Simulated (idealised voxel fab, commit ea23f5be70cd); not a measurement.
process module | voxel wiring stack
cross-section cut | 200 nm wide | cells 5 nm
A cross-section is a grid of square cells, given in bands from the top down. A band is one or more rows of cells.
Each band's line starts with the height of the band's top and of its bottom, in nm. Then come its materials from left to right, each with its width in nm. One material with "throughout" fills the band from edge to edge. "air" is empty space.
Height 0 is the level under which the wafer as received is all one material. The lowest band goes on downwards, as in "0 down".
A width such as "30 to 40" changes by the same amount from each row of cells to the next, from the band's top row to its bottom row.
"no change" after a step means that no cell of the cross-section changed.
closed voids: empty space of 8 cells or more with no open way to the top, each as width x height at its distance from the left edge, in nm
after a step's settings: what the simulator itself notes on the step
overlay nm, on a step with a mask: how far to the right of its planned place the mask lay; to the left if negative
plan
1 op RECEIVE | material Si
2 op CONFORMAL_DEP | material SiO2 | thk nm 15
3 op DIRECTIONAL_DEP | material TiN | thk nm 5
4 op DIRECTIONAL_DEP | material Ru | thk nm 15
5 op MASKED_ETCH | tone cover | mask id METAL_1 | width nm 25 | pitch nm 50 | etch materials Ru | depth nm 15 | overlay nm 0
6 op MASKED_ETCH | tone cover | mask id METAL_1 | width nm 25 | pitch nm 50 | etch materials TiN | depth nm 5 | overlay nm 0
7 op CONFORMAL_DEP | material SiCN | thk nm 5
8 op FILL_DEP | material SiO2 | thk nm 5
9 op CMP | height nm 35
10 op CONFORMAL_DEP | material SiCN | thk nm 5
11 op DIRECTIONAL_DEP | material SiO2 | thk nm 20
12 op DIRECTIONAL_DEP | material aC | thk nm 10
13 op PATTERN | tone open | mask id PLUG_1 | material resist | width nm 15 | pitch nm 50 | thk nm 25 | overlay nm 0
14 op DIRECTIONAL_ETCH | etch materials aC | depth nm 10
15 op STRIP | etch materials resist
16 op DIRECTIONAL_ETCH | etch materials SiO2 | depth nm 20
17 op DIRECTIONAL_ETCH | etch materials SiCN | depth nm 5
18 op STRIP | etch materials aC
19 op EPI | material Ru | thk nm 10
20 op EPI | material Ru | thk nm 10
21 op EPI | material Ru | thk nm 5
22 op DIRECTIONAL_DEP | material TiN | thk nm 5
23 op DIRECTIONAL_DEP | material Ru | thk nm 20
24 op MASKED_ETCH | tone cover | mask id METAL_2 | width nm 25 | pitch nm 50 | etch materials Ru | depth nm 20 | overlay nm 0
25 op MASKED_ETCH | tone cover | mask id METAL_2 | width nm 25 | pitch nm 50 | etch materials TiN | depth nm 5 | overlay nm 0
26 op CONFORMAL_DEP | material SiN | thk nm 5
27 op FILL_DEP | material SiO2 | thk nm 10
28 op CMP | height nm 85
29 op CONFORMAL_DEP | material SiCN | thk nm 5
30 op DIRECTIONAL_DEP | material lowk | thk nm 15
31 op PATTERN | tone open | mask id PLUG_2 | material resist | width nm 15 | thk nm 15 | overlay nm 0
32 op DIRECTIONAL_ETCH | etch materials lowk | depth nm 15
33 op DIRECTIONAL_ETCH | etch materials SiCN | depth nm 5
34 op STRIP | etch materials resist
35 op CONFORMAL_DEP | material TiN | thk nm 5
36 op FILL_DEP | material Cu | thk nm 10
37 op CMP | height nm 105
38 op DIRECTIONAL_DEP | material TiN | thk nm 5
39 op DIRECTIONAL_DEP | material Ru | thk nm 15
40 op MASKED_ETCH | tone cover | mask id METAL_3 | width nm 25 | pitch nm 50 | etch materials Ru | depth nm 15 | overlay nm 0
41 op MASKED_ETCH | tone cover | mask id METAL_3 | width nm 25 | pitch nm 50 | etch materials TiN | depth nm 5 | overlay nm 0
42 op CONFORMAL_DEP | material SiCN | thk nm 5
43 op FILL_DEP | material lowk | thk nm 10
44 op CMP | height nm 125
45 op CONFORMAL_DEP | material SiCN | thk nm 5
as received, after step 1
  0 down: Si throughout
  closed voids: none
a wafer at the end: this start, this plan, one mistake
  130 to 125: SiCN throughout
  125 to 110: lowk 55 | SiCN 5 | Ru 25 | SiCN 5 | lowk 15 | SiCN 5 | Ru 25 | SiCN 5 | lowk 60
  110 to 105: SiCN 60 | TiN 25 | SiCN 25 | TiN 25 | SiCN 65
  105 to 90: lowk 60 | TiN 5 | Cu 5 | TiN 5 | lowk 125
  90 to 85: SiCN 60 | TiN 15 | SiCN 125
  85 to 70: Ru 60 | SiN 5 | SiO2 15 | SiN 5 | Ru 25 | SiN 5 | SiO2 15 | SiN 5 | Ru 65
  70 to 65: Ru 60 | SiN 25 | Ru 25 | SiN 25 | Ru 65
  65 to 60: TiN throughout
  60 to 40: SiO2 60 | Ru 15 | SiO2 35 | Ru 15 | SiO2 75
  40 to 35: SiCN 60 | Ru 15 | SiCN 35 | Ru 15 | SiCN 75
  35 to 20: SiO2 55 | SiCN 5 | Ru 25 | SiCN 5 | SiO2 15 | SiCN 5 | Ru 25 | SiCN 5 | SiO2 60
  20 to 15: SiCN 60 | TiN 25 | SiCN 25 | TiN 25 | SiCN 65
  15 to 0: SiO2 throughout
  0 down: Si throughout
  closed voids: none
what went wrong: step 24 ran as: op MASKED_ETCH | tone open | mask id METAL_2 | width nm 25 | pitch nm 50 | etch materials Ru | depth nm 20 | overlay nm 0
